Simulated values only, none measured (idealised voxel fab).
The process module presented herein is designated voxel capacitor over wiring.
This is section cut - it's 275 nm across, gridded in 5 nm square cells.
How to read a cross-section here: the picture is a grid of square cells, written as bands going from the top down, and any band can span one or more rows of cells. A band entry consists of two parts. The first gives the height of the band's top and the height of its bottom, in nm. The rest lists the band's materials from left to right, each with its width in nm. A single material labelled with the word "all across" fills the band from edge to edge, and the word "air" marks empty space. Measure heights from 0. That's the level where, below it, the as-received wafer is all one material. The lowest band is bottomless and extends downward; write it as in "0 and below". Width "30..40": first value at the band's top row of cells, second value at its bottom row, equal change from row to row. Where the words "identical to before" appear for a step, the cross-section shows no cell changed by that step; every cell remained as before. So "Non-vented voids" is basically the list of trapped voids: any empty space of 8 cells or more that can't reach the top through an opening. They're written width x height at distance, the distance being from the left edge, and it's all nm. It should be noted that, on the line of a given step, the content following the step's settings is a remark produced by the simulator itself with respect to that step. If you see "overlay nm" on a step's line and that step has a mask, it's telling you how far right of where it was planned the mask ended up; a negative number means it went left instead.
Steps in the process plan
| 1 | RECEIVE | material Si |
| 2 | CONFORMAL_DEP | material SiO2 | thk nm 10 |
| 3 | DIRECTIONAL_DEP | material TiN | thk nm 5 |
| 4 | DIRECTIONAL_DEP | material W | thk nm 20 |
| 5 | PATTERN | tone cover | mask id METAL_1 | material resist | width nm 30 | pitch nm 80 | thk nm 20 | overlay nm 0 |
| 6 | DIRECTIONAL_ETCH | etch materials W | depth nm 20 |
| 7 | DIRECTIONAL_ETCH | etch materials TiN | depth nm 5 |
| 8 | STRIP | etch materials resist |
| 9 | FILL_DEP | material lowk | thk nm 10 |
| 10 | CMP | height nm 35 |
| 11 | CONFORMAL_DEP | material SiCN | thk nm 5 |
| 12 | DIRECTIONAL_DEP | material SiO2 | thk nm 15 |
| 13 | MASKED_ETCH | tone open | mask id PLUG_1 | width nm 15 | etch materials SiO2 | depth nm 15 | overlay nm 0 |
| 14 | MASKED_ETCH | tone open | mask id PLUG_1 | width nm 15 | etch materials SiCN | depth nm 5 | overlay nm 0 |
| 15 | EPI | material Ru | thk nm 10 |
| 16 | EPI | material Ru | thk nm 10 |
| 17 | DIRECTIONAL_DEP | material TiN | thk nm 5 |
| 18 | DIRECTIONAL_DEP | material HfO2 | thk nm 5 |
| 19 | DIRECTIONAL_DEP | material TiN | thk nm 5 |
| 20 | DIRECTIONAL_DEP | material aC | thk nm 10 |
| 21 | PATTERN | tone cover | mask id UPPER_PLATE | material resist | width nm 55 | thk nm 25 | overlay nm 0 |
| 22 | DIRECTIONAL_ETCH | etch materials aC | depth nm 10 |
| 23 | STRIP | etch materials resist |
| 24 | DIRECTIONAL_ETCH | etch materials TiN | depth nm 5 |
| 25 | DIRECTIONAL_ETCH | etch materials HfO2 | depth nm 5 |
| 26 | STRIP | etch materials aC |
| 27 | MASKED_ETCH | tone cover | mask id LOWER_PLATE | width nm 65 | etch materials TiN | depth nm 5 | overlay nm 0 |
| 28 | FILL_DEP | material SiO2 | thk nm 15 |
| 29 | CMP | height nm 80 |
| 30 | MASKED_ETCH | tone open | mask id PLUG_2 | width nm 15 | etch materials SiO2 | depth nm 10 | overlay nm 0 |
| 31 | CONFORMAL_DEP | material TiN | thk nm 5 |
| 32 | FILL_DEP | material Ru | thk nm 10 |
| 33 | CMP | height nm 80 |
| 34 | CONFORMAL_DEP | material SiN | thk nm 5 |
Incoming wafer in cross-section (state: after step 1)
* 0 and below | Si all across
* Non-vented voids: none
Wafer cross-section at module end: first of two, run to plan
* 85 down to 80 | SiN all across
* 80 down to 75 | SiO2 105, then TiN 5, then Ru 5, then TiN 5, then SiO2 155
* 75 down to 65 | SiO2 105..95, then TiN 15..55, then SiO2 155..125
* 65 down to 60 | SiO2 95, then HfO2 55, then SiO2 125
* 60 down to 55 | SiO2 90, then TiN 65, then SiO2 120
* 55 down to 40 | SiO2 95, then Ru 15, then SiO2 165
* 40 down to 35 | SiCN 95, then Ru 15, then SiCN 165
* 35 down to 15 | lowk 80, then W 30, then lowk 50, then W 30, then lowk 85
* 15 down to 10 | lowk 80, then TiN 30, then lowk 50, then TiN 30, then lowk 85
* 10 down to 0 | SiO2 all across
* 0 and below | Si all across
* Non-vented voids: none
Now the second wafer, cross-sectioned at the end of the module. Nothing different at the start, nothing different in the plan compared with the first, just one mistake when it was actually run
* 85 down to 80 | SiN all across
* 80 down to 75 | SiO2 105, then TiN 5, then Ru 5, then TiN 5, then SiO2 155
* 75 down to 65 | SiO2 105..95, then TiN 15..55, then SiO2 155..125
* 65 down to 60 | SiO2 95, then HfO2 55, then SiO2 125
* 60 down to 55 | SiO2 90, then TiN 65, then SiO2 120
* 55 down to 40 | SiO2 95, then Ru 20, then SiO2 160
* 40 down to 35 | SiCN 95, then Ru 15, then SiCN 165
* 35 down to 15 | lowk 80, then W 30, then lowk 50, then W 30, then lowk 85
* 15 down to 10 | lowk 80, then TiN 30, then lowk 50, then TiN 30, then lowk 85
* 10 down to 0 | SiO2 all across
* 0 and below | Si all across
* Non-vented voids: none
Finding, execution versus plan: step 13 was not run as planned; what actually ran was MASKED_ETCH | tone open | mask id PLUG_1 | width nm 20 | etch materials SiO2 | depth nm 15 | overlay nm 0
Final comparison by cell count, materials where the second wafer has more or fewer than the first: +3 Ru, -3 SiO2
